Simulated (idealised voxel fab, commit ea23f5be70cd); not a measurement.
voxel trench capacitor: a process module
We display cut, a cross-section 275 nm in width whose square cells are each 5 nm.
For the purposes of this document, a cross-section shall be understood as a grid of square cells, specified as bands listed in top-to-bottom order, each band consisting of one or more rows of cells. The entry gives the band's vertical extent as a top height and a bottom height in nm, then its horizontal make-up as materials from left to right, each with a width in nm. "blank" stands for empty space; a single material marked "everywhere" fills the band edge to edge. Ref level 0: as-received wafer is one material below here. Bottom band extends down with no lower bound ("0..down"). Quick explanation for "30 to 40": the width changes in equal steps down the rows of cells, from the first number in the band's top row to the second number in its bottom row. Where the words "nothing got changed" appear for a step, the cross-section shows no cell changed by that step; every cell remained as before. "Enclosed internal cavities" means: voids of 8 cells or more that are shut off from the top with no open way through. Written width x height at distance, distance from the left edge, in nm. Anything after a step's settings on that line? It's the simulator's own note about the step. overlay nm: for a step with a mask, the amount by which the mask lay right of where it was planned; a negative amount means left of it.

**This section lists the process steps that were planned**
| 1 | op RECEIVE | material Si |
| 2 | op CONFORMAL_DEP | material SiN | thk nm 5 |
| 3 | op PATTERN | tone open | mask id TRENCH | material resist | width nm 30 | pitch nm 50 | thk nm 15 | overlay nm 0 |
| 4 | op DIRECTIONAL_ETCH | etch materials SiN | depth nm 5 |
| 5 | op DIRECTIONAL_ETCH | etch materials Si | depth nm 25 |
| 6 | op STRIP | etch materials resist |
| 7 | op CONFORMAL_DEP | material HfO2 | thk nm 5 |
| 8 | op CONFORMAL_DEP | material TiN | thk nm 5 |
| 9 | op FILL_DEP | material W | thk nm 10 |
| 10 | op CMP | height nm 5 |

**Account of the first of two wafers, which was processed as intended**

**Step 1 complete: cross-section of the wafer as received**
	0..down = Si everywhere
	Enclosed internal cavities: none

**Cross-sectional representation of the wafer at the conclusion of step 2**
	5..0 = SiN everywhere
	Unchanged below 0.

**Cross-sectional representation of the wafer at the conclusion of step 3**
	20..5 = 95 nm resist, 30 nm blank, 20 nm resist, 30 nm blank, 100 nm resist
	Unchanged below 5.

**Cross-sectional representation of the wafer at the conclusion of step 4**
	20..5 = 95 nm resist, 30 nm blank, 20 nm resist, 30 nm blank, 100 nm resist
	5..0 = 95 nm SiN, 30 nm blank, 20 nm SiN, 30 nm blank, 100 nm SiN
	Unchanged below 0.

**Cross-sectional representation of the wafer at the conclusion of step 5**
	20..5 = 95 nm resist, 30 nm blank, 20 nm resist, 30 nm blank, 100 nm resist
	5..0 = 95 nm SiN, 30 nm blank, 20 nm SiN, 30 nm blank, 100 nm SiN
	0..-25 = 95 nm Si, 30 nm blank, 20 nm Si, 30 nm blank, 100 nm Si
	Unchanged below -25.

**Cross-sectional representation of the wafer at the conclusion of step 6**
	5..0 = 95 nm SiN, 30 nm blank, 20 nm SiN, 30 nm blank, 100 nm SiN
	Unchanged below 0.

**Cross-sectional representation of the wafer at the conclusion of step 7**
	10..5 = 100 nm HfO2, 20 nm blank, 30 nm HfO2, 20 nm blank, 105 nm HfO2
	5..0 = 95 nm SiN, 5 nm HfO2, 20 nm blank, 5 nm HfO2, 20 nm SiN, 5 nm HfO2, 20 nm blank, 5 nm HfO2, 100 nm SiN
	0..-20 = 95 nm Si, 5 nm HfO2, 20 nm blank, 5 nm HfO2, 20 nm Si, 5 nm HfO2, 20 nm blank, 5 nm HfO2, 100 nm Si
	-20..-25 = 95 nm Si, 30 nm HfO2, 20 nm Si, 30 nm HfO2, 100 nm Si
	Unchanged below -25.

**Cross-sectional representation of the wafer at the conclusion of step 8**
	15..10 = 105 nm TiN, 10 nm blank, 40 nm TiN, 10 nm blank, 110 nm TiN
	10..5 = 100 nm HfO2, 5 nm TiN, 10 nm blank, 5 nm TiN, 30 nm HfO2, 5 nm TiN, 10 nm blank, 5 nm TiN, 105 nm HfO2
	5..0 = 95 nm SiN, 5 nm HfO2, 5 nm TiN, 10 nm blank, 5 nm TiN, 5 nm HfO2, 20 nm SiN, 5 nm HfO2, 5 nm TiN, 10 nm blank, 5 nm TiN, 5 nm HfO2, 100 nm SiN
	0..-15 = 95 nm Si, 5 nm HfO2, 5 nm TiN, 10 nm blank, 5 nm TiN, 5 nm HfO2, 20 nm Si, 5 nm HfO2, 5 nm TiN, 10 nm blank, 5 nm TiN, 5 nm HfO2, 100 nm Si
	-15..-20 = 95 nm Si, 5 nm HfO2, 20 nm TiN, 5 nm HfO2, 20 nm Si, 5 nm HfO2, 20 nm TiN, 5 nm HfO2, 100 nm Si
	Unchanged below -20.

**Cross-sectional representation of the wafer at the conclusion of step 9**
	25..15 = W everywhere
	15..10 = 105 nm TiN, 10 nm W, 40 nm TiN, 10 nm W, 110 nm TiN
	10..5 = 100 nm HfO2, 5 nm TiN, 10 nm W, 5 nm TiN, 30 nm HfO2, 5 nm TiN, 10 nm W, 5 nm TiN, 105 nm HfO2
	5..0 = 95 nm SiN, 5 nm HfO2, 5 nm TiN, 10 nm W, 5 nm TiN, 5 nm HfO2, 20 nm SiN, 5 nm HfO2, 5 nm TiN, 10 nm W, 5 nm TiN, 5 nm HfO2, 100 nm SiN
	0..-15 = 95 nm Si, 5 nm HfO2, 5 nm TiN, 10 nm W, 5 nm TiN, 5 nm HfO2, 20 nm Si, 5 nm HfO2, 5 nm TiN, 10 nm W, 5 nm TiN, 5 nm HfO2, 100 nm Si
	Unchanged below -15.

**Cross-sectional representation of the wafer at the conclusion of step 10**
	5..0 = 95 nm SiN, 5 nm HfO2, 5 nm TiN, 10 nm W, 5 nm TiN, 5 nm HfO2, 20 nm SiN, 5 nm HfO2, 5 nm TiN, 10 nm W, 5 nm TiN, 5 nm HfO2, 100 nm SiN
	Unchanged below 0.

**Wafer two of the pair: same origin, same plan, one error during the run; identical to wafer one up to and including step 2**

**Second wafer profile in section, at the moment step 3 of the plan was meant to be complete**
	20..5 = 95 nm blank, 30 nm resist, 20 nm blank, 30 nm resist, 100 nm blank
	Unchanged below 5.

**Second wafer profile in section, at the moment step 4 of the plan was meant to be complete**
	20..5 = 95 nm blank, 30 nm resist, 20 nm blank, 30 nm resist, 100 nm blank
	5..0 = 95 nm blank, 30 nm SiN, 20 nm blank, 30 nm SiN, 100 nm blank
	Unchanged below 0.

**Second wafer profile in section, at the moment step 5 of the plan was meant to be complete**
	20..5 = 95 nm blank, 30 nm resist, 20 nm blank, 30 nm resist, 100 nm blank
	5..0 = 95 nm blank, 30 nm SiN, 20 nm blank, 30 nm SiN, 100 nm blank
	0..-25 = 95 nm blank, 30 nm Si, 20 nm blank, 30 nm Si, 100 nm blank
	Unchanged below -25.

**Second wafer profile in section, at the moment step 6 of the plan was meant to be complete**
	5..0 = 95 nm blank, 30 nm SiN, 20 nm blank, 30 nm SiN, 100 nm blank
	Unchanged below 0.

**Second wafer profile in section, at the moment step 7 of the plan was meant to be complete**
	10..5 = 90 nm blank, 40 nm HfO2, 10 nm blank, 40 nm HfO2, 95 nm blank
	5..0 = 90 nm blank, 5 nm HfO2, 30 nm SiN, 5 nm HfO2, 10 nm blank, 5 nm HfO2, 30 nm SiN, 5 nm HfO2, 95 nm blank
	0..-20 = 90 nm blank, 5 nm HfO2, 30 nm Si, 5 nm HfO2, 10 nm blank, 5 nm HfO2, 30 nm Si, 5 nm HfO2, 95 nm blank
	-20..-25 = 95 nm HfO2, 30 nm Si, 20 nm HfO2, 30 nm Si, 100 nm HfO2
	Unchanged below -25.

**Second wafer profile in section, at the moment step 8 of the plan was meant to be complete**
	15..10 = 85 nm blank, 100 nm TiN, 90 nm blank
	10..5 = 85 nm blank, 5 nm TiN, 40 nm HfO2, 10 nm TiN, 40 nm HfO2, 5 nm TiN, 90 nm blank
	5..0 = 85 nm blank, 5 nm TiN, 5 nm HfO2, 30 nm SiN, 5 nm HfO2, 10 nm TiN, 5 nm HfO2, 30 nm SiN, 5 nm HfO2, 5 nm TiN, 90 nm blank
	0..-15 = 85 nm blank, 5 nm TiN, 5 nm HfO2, 30 nm Si, 5 nm HfO2, 10 nm TiN, 5 nm HfO2, 30 nm Si, 5 nm HfO2, 5 nm TiN, 90 nm blank
	-15..-20 = 90 nm TiN, 5 nm HfO2, 30 nm Si, 5 nm HfO2, 10 nm TiN, 5 nm HfO2, 30 nm Si, 5 nm HfO2, 95 nm TiN
	Unchanged below -20.

**Second wafer profile in section, at the moment step 9 of the plan was meant to be complete**
	25..15 = W everywhere
	15..10 = 85 nm W, 100 nm TiN, 90 nm W
	10..5 = 85 nm W, 5 nm TiN, 40 nm HfO2, 10 nm TiN, 40 nm HfO2, 5 nm TiN, 90 nm W
	5..0 = 85 nm W, 5 nm TiN, 5 nm HfO2, 30 nm SiN, 5 nm HfO2, 10 nm TiN, 5 nm HfO2, 30 nm SiN, 5 nm HfO2, 5 nm TiN, 90 nm W
	0..-15 = 85 nm W, 5 nm TiN, 5 nm HfO2, 30 nm Si, 5 nm HfO2, 10 nm TiN, 5 nm HfO2, 30 nm Si, 5 nm HfO2, 5 nm TiN, 90 nm W
	Unchanged below -15.

**Second wafer profile in section, at the moment step 10 of the plan was meant to be complete**
	5..0 = 85 nm W, 5 nm TiN, 5 nm HfO2, 30 nm SiN, 5 nm HfO2, 10 nm TiN, 5 nm HfO2, 30 nm SiN, 5 nm HfO2, 5 nm TiN, 90 nm W
	Unchanged below 0.
Heads up, the wafer didn't run the way we planned it: so step 3 ended up running with a different setting than we planned, it ran as op PATTERN | tone cover | mask id TRENCH | material resist | width nm 30 | pitch nm 50 | thk nm 15 | overlay nm 0
Final difference in cells, second wafer against first, listed per material as more or fewer: HfO2: 31 more | Si: 155 fewer | SiN: 31 fewer | TiN: 31 more | W: 124 more
